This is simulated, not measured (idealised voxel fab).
process module | voxel local oxidation
cross-section cut | 255 nm wide | cells 5 nm
A cross-section is a grid of square cells, given in bands from the top down. A band is one or more rows of cells.
Each band's line starts with the height of the band's top and of its bottom, in nm. Then come its materials from left to right, each with its width in nm. One material with "throughout" fills the band from edge to edge. "air" is empty space.
Height 0 is the level under which the wafer as received is all one material. The lowest band goes on downwards, as in "0 down".
A width such as "30 to 40" changes by the same amount from each row of cells to the next, from the band's top row to its bottom row.
"no change" after a step means that no cell of the cross-section changed.
closed voids: empty space of 8 cells or more with no open way to the top, each as width x height at its distance from the left edge, in nm
after a step's settings: what the simulator itself notes on the step
overlay nm, on a step with a mask: how far to the right of its planned place the mask lay; to the left if negative
plan
1 op RECEIVE | material Si
2 op CONFORMAL_DEP | material SiO2 | thk nm 5
3 op CONFORMAL_DEP | material SiN | thk nm 10
4 op PATTERN | tone cover | mask id ACTIVE | material resist | width nm 95 | pitch nm 120 | thk nm 20 | overlay nm 0
5 op DIRECTIONAL_ETCH | etch materials SiN | depth nm 10
6 op STRIP | etch materials resist
7 op SELECTIVE_ETCH | etch materials SiO2 | depth nm 5
8 op OXIDIZE | depth nm 10
9 op STRIP | etch materials SiN
first wafer, as planned
as received, after step 1
  0 down: Si throughout
  closed voids: none
after step 2
  5 to 0: SiO2 throughout
  below 0: unchanged
after step 3
  15 to 5: SiN throughout
  below 5: unchanged
after step 4
  35 to 15: air 20 | resist 95 | air 25 | resist 95 | air 20
  below 15: unchanged
after step 5
  35 to 15: air 20 | resist 95 | air 25 | resist 95 | air 20
  15 to 5: air 20 | SiN 95 | air 25 | SiN 95 | air 20
  below 5: unchanged
after step 6
  15 to 5: air 20 | SiN 95 | air 25 | SiN 95 | air 20
  below 5: unchanged
after step 7
  15 to 5: air 20 | SiN 95 | air 25 | SiN 95 | air 20
  5 to 0: air 25 | SiO2 85 | air 35 | SiO2 85 | air 25
  below 0: unchanged
after step 8
  15 to 5: air 20 | SiN 95 | air 25 | SiN 95 | air 20
  5 to 0: air 25 | SiO2 85 | air 35 | SiO2 85 | air 25
  0 to -10: SiO2 35 | Si 65 | SiO2 55 | Si 65 | SiO2 35
  below -10: unchanged
after step 9
  5 to 0: air 25 | SiO2 85 | air 35 | SiO2 85 | air 25
  below 0: unchanged
second wafer: like start, like plan, one mistake. Through step 7 it matches the first wafer
when step 8 should have ended
  5 to 0: air 25 | SiO2 85 | air 35 | SiO2 85 | air 25
  below 0: unchanged
when step 9 should have ended
  5 to 0: air 25 | SiO2 85 | air 35 | SiO2 85 | air 25
  0 to -10: SiO2 35 | Si 65 | SiO2 55 | Si 65 | SiO2 35
  below -10: unchanged
what went wrong: steps 8 and 9 were swapped
at the end the two cross-sections are the same: no effect in what this model computes
